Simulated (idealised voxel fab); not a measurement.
Presented below is a process module, voxel self aligned contacts.
Section cut is 230 nm wide and gridded with 5 nm square cells.
Cross-sections here: square-cell grids, written as top-down lists of bands, a band being one or more rows of cells.
Basically the band line says how high the top is and how high the bottom is, in nm, and then what's in it from left to right, every material with its width in nm. Empty space shows up as "empty", and if a single material carries "everywhere" it runs the full band edge to edge.
Basically, 0 is our baseline, since under it the wafer straight out of the box is all one material. The bottom band has no lower end and keeps on going down, so it looks like "top 0, no bottom".
Read "30 to 40" as a graded width: first number on top, second number at the bottom, same change between each pair of neighbouring rows.
"changes: none" after a step means that no cell of the cross-section changed.
Empty spaces without an open route to the top, at least 8 cells in extent, make up the entry "Enclosed cavity list"; each is given as width x height at distance, where the distance is measured from the left edge, and all are in nm.
Heads up: the bit after the settings on a step's line is the simulator's remark on that step.
Among the settings permitted on a step's line is "overlay nm"; applied to a step with a mask, it specifies the extent to which the mask lay to the right of its planned position, whereas a negative figure signifies a position to the left.

Steps planned for the process:
1. op RECEIVE | material Si
2. op OXIDIZE | depth nm 5
3. op DIRECTIONAL_DEP | material polySi | thk nm 25
4. op DIRECTIONAL_DEP | material SiN | thk nm 20
5. op PATTERN | tone cover | mask id GATE | material resist | width nm 35 | pitch nm 70 | thk nm 15 | overlay nm 0
6. op DIRECTIONAL_ETCH | etch materials SiN | depth nm 20
7. op DIRECTIONAL_ETCH | etch materials polySi | depth nm 25
8. op STRIP | etch materials resist
9. op CONFORMAL_DEP | material SiN | thk nm 5
10. op DIRECTIONAL_ETCH | etch materials SiN | depth nm 5
11. op FILL_DEP | material SiO2 | thk nm 15
12. op CMP | height nm 50
13. op MASKED_ETCH | tone open | mask id CONTACT | width nm 55 | etch materials SiO2 | depth nm 55 | overlay nm 0
14. op CONFORMAL_DEP | material TiN | thk nm 5
15. op FILL_DEP | material Ru | thk nm 10
16. op CMP | height nm 50
17. op CONFORMAL_DEP | material SiCN | thk nm 5

Cross-sectional view of the wafer in its as-received condition, corresponding to the state after step 1:
- top 0, no bottom | Si everywhere
- Enclosed cavity list: none

One mistake in running the module, otherwise start and plan as above: cross-section at the end:
- top 55, bottom 50 | SiCN everywhere
- top 50, bottom 45 | SiO2: 85, SiN: 20, Ru: 15, SiN: 20, SiO2: 90
- top 45, bottom 25 | SiO2: 55, SiN: 50, Ru: 15, SiN: 50, SiO2: 60
- top 25, bottom 0 | SiO2: 55, SiN: 5, polySi: 35, SiN: 10, Ru: 15, SiN: 10, polySi: 35, SiN: 5, SiO2: 60
- top 0, bottom -5 | SiO2: 100, SiN: 25, SiO2: 105
- top -5, no bottom | Si everywhere
- Enclosed cavity list: none
The plan and the run diverged here: step 14 was not run as planned; what actually ran was op CONFORMAL_DEP | material SiN | thk nm 5
